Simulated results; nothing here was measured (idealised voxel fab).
process module | voxel gate over fins
cross-section cut | 240 nm wide | cells 5 nm
A cross-section is a grid of square cells, given in bands from the top down. A band is one or more rows of cells.
Each band's line starts with the height of the band's top and of its bottom, in nm. Then come its materials from left to right, each with its width in nm. One material with "throughout" fills the band from edge to edge. "air" is empty space.
Height 0 is the level under which the wafer as received is all one material. The lowest band goes on downwards, as in "0 down".
A width such as "30 to 40" changes by the same amount from each row of cells to the next, from the band's top row to its bottom row.
"no change" after a step means that no cell of the cross-section changed.
closed voids: empty space of 8 cells or more with no open way to the top, each as width x height at its distance from the left edge, in nm
after a step's settings: what the simulator itself notes on the step
overlay nm, on a step with a mask: how far to the right of its planned place the mask lay; to the left if negative
plan
1 op RECEIVE | material Si
2 op CONFORMAL_DEP | material SiN | thk nm 10
3 op DIRECTIONAL_DEP | material aC | thk nm 15
4 op PATTERN | tone cover | mask id FINS | material resist | width nm 15 | pitch nm 35 | thk nm 30 | overlay nm 0
5 op DIRECTIONAL_ETCH | etch materials aC | depth nm 15
6 op STRIP | etch materials resist
7 op DIRECTIONAL_ETCH | etch materials SiN | depth nm 10
8 op DIRECTIONAL_ETCH | etch materials Si | depth nm 35
9 op STRIP | etch materials aC
10 op OXIDIZE | depth nm 5
11 op FILL_DEP | material SiO2 | thk nm 5
12 op CMP | height nm 10
13 op SELECTIVE_ETCH | etch materials SiO2 | depth nm 25
14 op STRIP | etch materials SiN
15 op CONFORMAL_DEP | material HfO2 | thk nm 5
16 op CONFORMAL_DEP | material TiN | thk nm 5
17 op FILL_DEP | material W | thk nm 10
18 op CMP | height nm 15
19 op CONFORMAL_DEP | material SiN | thk nm 5
first wafer, as planned
as received, after step 1
  0 down: Si throughout
  closed voids: none
after step 2
  10 to 0: SiN throughout
  below 0: unchanged
after step 3
  25 to 10: aC throughout
  below 10: unchanged
after step 4
  55 to 25: air 75 | resist 15 | air 20 | resist 15 | air 20 | resist 15 | air 80
  below 25: unchanged
after step 5
  40 to 25: air 75 | resist 15 | air 20 | resist 15 | air 20 | resist 15 | air 80
  25 to 10: air 75 | aC 15 | air 20 | aC 15 | air 20 | aC 15 | air 80
  below 10: unchanged
after step 6
  25 to 10: air 75 | aC 15 | air 20 | aC 15 | air 20 | aC 15 | air 80
  below 10: unchanged
after step 7
  25 to 10: air 75 | aC 15 | air 20 | aC 15 | air 20 | aC 15 | air 80
  10 to 0: air 75 | SiN 15 | air 20 | SiN 15 | air 20 | SiN 15 | air 80
  below 0: unchanged
after step 8
  25 to 10: air 75 | aC 15 | air 20 | aC 15 | air 20 | aC 15 | air 80
  10 to 0: air 75 | SiN 15 | air 20 | SiN 15 | air 20 | SiN 15 | air 80
  0 to -35: air 75 | Si 15 | air 20 | Si 15 | air 20 | Si 15 | air 80
  below -35: unchanged
after step 9
  10 to 0: air 75 | SiN 15 | air 20 | SiN 15 | air 20 | SiN 15 | air 80
  below 0: unchanged
after step 10
  10 to 0: air 75 | SiN 15 | air 20 | SiN 15 | air 20 | SiN 15 | air 80
  0 to -35: air 75 | SiO2 5 | Si 5 | SiO2 5 | air 20 | SiO2 5 | Si 5 | SiO2 5 | air 20 | SiO2 5 | Si 5 | SiO2 5 | air 80
  -35 to -40: SiO2 80 | Si 5 | SiO2 30 | Si 5 | SiO2 30 | Si 5 | SiO2 85
  below -40: unchanged
after step 11
  15 to 10: SiO2 throughout
  10 to 0: SiO2 75 | SiN 15 | SiO2 20 | SiN 15 | SiO2 20 | SiN 15 | SiO2 80
  0 to -40: SiO2 80 | Si 5 | SiO2 30 | Si 5 | SiO2 30 | Si 5 | SiO2 85
  below -40: unchanged
after step 12
  10 to 0: SiO2 75 | SiN 15 | SiO2 20 | SiN 15 | SiO2 20 | SiN 15 | SiO2 80
  below 0: unchanged
after step 13
  10 to 0: air 75 | SiN 15 | air 20 | SiN 15 | air 20 | SiN 15 | air 80
  0 to -15: air 80 | Si 5 | air 30 | Si 5 | air 30 | Si 5 | air 85
  below -15: unchanged
after step 14
  0 to -15: air 80 | Si 5 | air 30 | Si 5 | air 30 | Si 5 | air 85
  below -15: unchanged
after step 15
  5 to 0: air 75 | HfO2 15 | air 20 | HfO2 15 | air 20 | HfO2 15 | air 80
  0 to -10: air 75 | HfO2 5 | Si 5 | HfO2 5 | air 20 | HfO2 5 | Si 5 | HfO2 5 | air 20 | HfO2 5 | Si 5 | HfO2 5 | air 80
  -10 to -15: HfO2 80 | Si 5 | HfO2 30 | Si 5 | HfO2 30 | Si 5 | HfO2 85
  below -15: unchanged
after step 16
  10 to 5: air 70 | TiN 25 | air 10 | TiN 25 | air 10 | TiN 25 | air 75
  5 to 0: air 70 | TiN 5 | HfO2 15 | TiN 5 | air 10 | TiN 5 | HfO2 15 | TiN 5 | air 10 | TiN 5 | HfO2 15 | TiN 5 | air 75
  0 to -5: air 70 | TiN 5 | HfO2 5 | Si 5 | HfO2 5 | TiN 5 | air 10 | TiN 5 | HfO2 5 | Si 5 | HfO2 5 | TiN 5 | air 10 | TiN 5 | HfO2 5 | Si 5 | HfO2 5 | TiN 5 | air 75
  -5 to -10: TiN 75 | HfO2 5 | Si 5 | HfO2 5 | TiN 20 | HfO2 5 | Si 5 | HfO2 5 | TiN 20 | HfO2 5 | Si 5 | HfO2 5 | TiN 80
  below -10: unchanged
after step 17
  20 to 10: W throughout
  10 to 5: W 70 | TiN 25 | W 10 | TiN 25 | W 10 | TiN 25 | W 75
  5 to 0: W 70 | TiN 5 | HfO2 15 | TiN 5 | W 10 | TiN 5 | HfO2 15 | TiN 5 | W 10 | TiN 5 | HfO2 15 | TiN 5 | W 75
  0 to -5: W 70 | TiN 5 | HfO2 5 | Si 5 | HfO2 5 | TiN 5 | W 10 | TiN 5 | HfO2 5 | Si 5 | HfO2 5 | TiN 5 | W 10 | TiN 5 | HfO2 5 | Si 5 | HfO2 5 | TiN 5 | W 75
  below -5: unchanged
after step 18
  15 to 10: W throughout
  below 10: unchanged
after step 19
  20 to 15: SiN throughout
  below 15: unchanged
second wafer: like start, like plan, one mistake. Through step 3 it matches the first wafer
when step 4 should have ended
  55 to 25: air 80 | resist 15 | air 20 | resist 15 | air 20 | resist 15 | air 75
  below 25: unchanged
when step 5 should have ended
  40 to 25: air 80 | resist 15 | air 20 | resist 15 | air 20 | resist 15 | air 75
  25 to 10: air 80 | aC 15 | air 20 | aC 15 | air 20 | aC 15 | air 75
  below 10: unchanged
when step 6 should have ended
  25 to 10: air 80 | aC 15 | air 20 | aC 15 | air 20 | aC 15 | air 75
  below 10: unchanged
when step 7 should have ended
  25 to 10: air 80 | aC 15 | air 20 | aC 15 | air 20 | aC 15 | air 75
  10 to 0: air 80 | SiN 15 | air 20 | SiN 15 | air 20 | SiN 15 | air 75
  below 0: unchanged
when step 8 should have ended
  25 to 10: air 80 | aC 15 | air 20 | aC 15 | air 20 | aC 15 | air 75
  10 to 0: air 80 | SiN 15 | air 20 | SiN 15 | air 20 | SiN 15 | air 75
  0 to -35: air 80 | Si 15 | air 20 | Si 15 | air 20 | Si 15 | air 75
  below -35: unchanged
when step 9 should have ended
  10 to 0: air 80 | SiN 15 | air 20 | SiN 15 | air 20 | SiN 15 | air 75
  below 0: unchanged
when step 10 should have ended
  10 to 0: air 80 | SiN 15 | air 20 | SiN 15 | air 20 | SiN 15 | air 75
  0 to -35: air 80 | SiO2 5 | Si 5 | SiO2 5 | air 20 | SiO2 5 | Si 5 | SiO2 5 | air 20 | SiO2 5 | Si 5 | SiO2 5 | air 75
  -35 to -40: SiO2 85 | Si 5 | SiO2 30 | Si 5 | SiO2 30 | Si 5 | SiO2 80
  below -40: unchanged
when step 11 should have ended
  15 to 10: SiO2 throughout
  10 to 0: SiO2 80 | SiN 15 | SiO2 20 | SiN 15 | SiO2 20 | SiN 15 | SiO2 75
  0 to -40: SiO2 85 | Si 5 | SiO2 30 | Si 5 | SiO2 30 | Si 5 | SiO2 80
  below -40: unchanged
when step 12 should have ended
  10 to 0: SiO2 80 | SiN 15 | SiO2 20 | SiN 15 | SiO2 20 | SiN 15 | SiO2 75
  below 0: unchanged
when step 13 should have ended
  10 to 0: air 80 | SiN 15 | air 20 | SiN 15 | air 20 | SiN 15 | air 75
  0 to -15: air 85 | Si 5 | air 30 | Si 5 | air 30 | Si 5 | air 80
  below -15: unchanged
when step 14 should have ended
  0 to -15: air 85 | Si 5 | air 30 | Si 5 | air 30 | Si 5 | air 80
  below -15: unchanged
when step 15 should have ended
  5 to 0: air 80 | HfO2 15 | air 20 | HfO2 15 | air 20 | HfO2 15 | air 75
  0 to -10: air 80 | HfO2 5 | Si 5 | HfO2 5 | air 20 | HfO2 5 | Si 5 | HfO2 5 | air 20 | HfO2 5 | Si 5 | HfO2 5 | air 75
  -10 to -15: HfO2 85 | Si 5 | HfO2 30 | Si 5 | HfO2 30 | Si 5 | HfO2 80
  below -15: unchanged
when step 16 should have ended
  10 to 5: air 75 | TiN 25 | air 10 | TiN 25 | air 10 | TiN 25 | air 70
  5 to 0: air 75 | TiN 5 | HfO2 15 | TiN 5 | air 10 | TiN 5 | HfO2 15 | TiN 5 | air 10 | TiN 5 | HfO2 15 | TiN 5 | air 70
  0 to -5: air 75 | TiN 5 | HfO2 5 | Si 5 | HfO2 5 | TiN 5 | air 10 | TiN 5 | HfO2 5 | Si 5 | HfO2 5 | TiN 5 | air 10 | TiN 5 | HfO2 5 | Si 5 | HfO2 5 | TiN 5 | air 70
  -5 to -10: TiN 80 | HfO2 5 | Si 5 | HfO2 5 | TiN 20 | HfO2 5 | Si 5 | HfO2 5 | TiN 20 | HfO2 5 | Si 5 | HfO2 5 | TiN 75
  below -10: unchanged
when step 17 should have ended
  20 to 10: W throughout
  10 to 5: W 75 | TiN 25 | W 10 | TiN 25 | W 10 | TiN 25 | W 70
  5 to 0: W 75 | TiN 5 | HfO2 15 | TiN 5 | W 10 | TiN 5 | HfO2 15 | TiN 5 | W 10 | TiN 5 | HfO2 15 | TiN 5 | W 70
  0 to -5: W 75 | TiN 5 | HfO2 5 | Si 5 | HfO2 5 | TiN 5 | W 10 | TiN 5 | HfO2 5 | Si 5 | HfO2 5 | TiN 5 | W 10 | TiN 5 | HfO2 5 | Si 5 | HfO2 5 | TiN 5 | W 70
  below -5: unchanged
when step 18 should have ended
  15 to 10: W throughout
  below 10: unchanged
when step 19 should have ended
  20 to 15: SiN throughout
  below 15: unchanged
what went wrong: step 4 ran as: op PATTERN | tone cover | mask id FINS | material resist | width nm 15 | pitch nm 35 | thk nm 30 | overlay nm 5
at the end the second wafer has, in cells: as many of each material as the first, in other places
